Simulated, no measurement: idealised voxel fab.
Title: Process Module voxel self aligned contacts
Cross-sectional view cut (width: 245 nm; square cell size: 5 nm).
Reading order for cross-sections: top band down to bottom band. Underlying form: a grid of square cells. Band size: one or more rows of cells.
Heights first: top, then bottom, in nm. Then materials, left to right, each with a width in nm. "everywhere" on a single material: fills the band edge to edge. "air": empty space.
Heights are expressed relative to 0, this being the level below which the as-received wafer comprises one material exclusively. The lowest band is unbounded in the downward direction and is denoted as in "0 -> down".
Width "30->40": first value at the band's top row of cells, second value at its bottom row, equal change from row to row.
What does "remained the same" mean for a step? It means no cell of the cross-section changed in that step.
Under "Closed internal voids" you'll find the enclosed gaps, the ones with no way out to the top, that are 8 cells or bigger; each reads width x height at distance, with distance counted from the left edge, everything in nm.
That trailing text on a step's line, after the settings, is the simulator's own remark on the step.
On any step carrying a mask, the "overlay nm" setting, if present on the step's line, tells how far right of its planned place the mask lay; negative values point to the left.

**Process steps - plan**
1) RECEIVE,material Si
2) OXIDIZE,depth nm 5
3) DIRECTIONAL_DEP,material polySi,thk nm 30
4) DIRECTIONAL_DEP,material SiN,thk nm 25
5) DIRECTIONAL_DEP,material aC,thk nm 10
6) PATTERN,tone cover,mask id GATE,material resist,width nm 25,pitch nm 65,thk nm 25,overlay nm 0
7) DIRECTIONAL_ETCH,etch materials aC,depth nm 10
8) STRIP,etch materials resist
9) DIRECTIONAL_ETCH,etch materials SiN,depth nm 25
10) DIRECTIONAL_ETCH,etch materials polySi,depth nm 30
11) STRIP,etch materials aC
12) CONFORMAL_DEP,material SiN,thk nm 10
13) DIRECTIONAL_ETCH,etch materials SiN,depth nm 10
14) FILL_DEP,material SiO2,thk nm 20
15) CMP,height nm 65
16) PATTERN,tone open,mask id CONTACT,material resist,width nm 50,thk nm 15,overlay nm 0
17) DIRECTIONAL_ETCH,etch materials SiO2,depth nm 70
18) STRIP,etch materials resist
19) CONFORMAL_DEP,material TiN,thk nm 5
20) FILL_DEP,material W,thk nm 5
21) CMP,height nm 65
22) CONFORMAL_DEP,material SiN,thk nm 5

**As received (post step 1): cross-section**
* 0 -> down | Si everywhere
* Closed internal voids: none

**Cross-section, first of two wafers, end of module, run as planned**
* 70 -> 65 | SiN everywhere
* 65 -> 55 | 95 SiO2  5->20 TiN  40->10 W  5->20 TiN  100 SiO2
* 55 -> 30 | 65 SiO2  45 SiN  5 TiN  10 W  5 TiN  45 SiN  70 SiO2
* 30 -> 0 | 65 SiO2  10 SiN  25 polySi  10 SiN  5 TiN  10 W  5 TiN  10 SiN  25 polySi  10 SiN  70 SiO2
* 0 -> -5 | 110 SiO2  20 TiN  115 SiO2
* -5 -> down | Si everywhere
* Closed internal voids: none

**This cross-section belongs to the second wafer of two at the end of the module; the start and the plan were shared with the first, and the run included one mistake**
* 70 -> 65 | SiN everywhere
* 65 -> 60 | W everywhere
* 60 -> 55 | 115 TiN  10 W  120 TiN
* 55 -> 30 | 65 SiO2  45 SiN  5 TiN  10 W  5 TiN  45 SiN  70 SiO2
* 30 -> 0 | 65 SiO2  10 SiN  25 polySi  10 SiN  5 TiN  10 W  5 TiN  10 SiN  25 polySi  10 SiN  70 SiO2
* 0 -> -5 | 110 SiO2  20 TiN  115 SiO2
* -5 -> down | Si everywhere
* Closed internal voids: none
Deviation from plan: step 15 changed vs plan, executed as CMP,height nm 55
It is noted that, at the conclusion of processing, the second wafer exhibits a higher or lower cell count for certain materials relative to the first: SiO2: 78 fewer; TiN: 37 more; W: 41 more
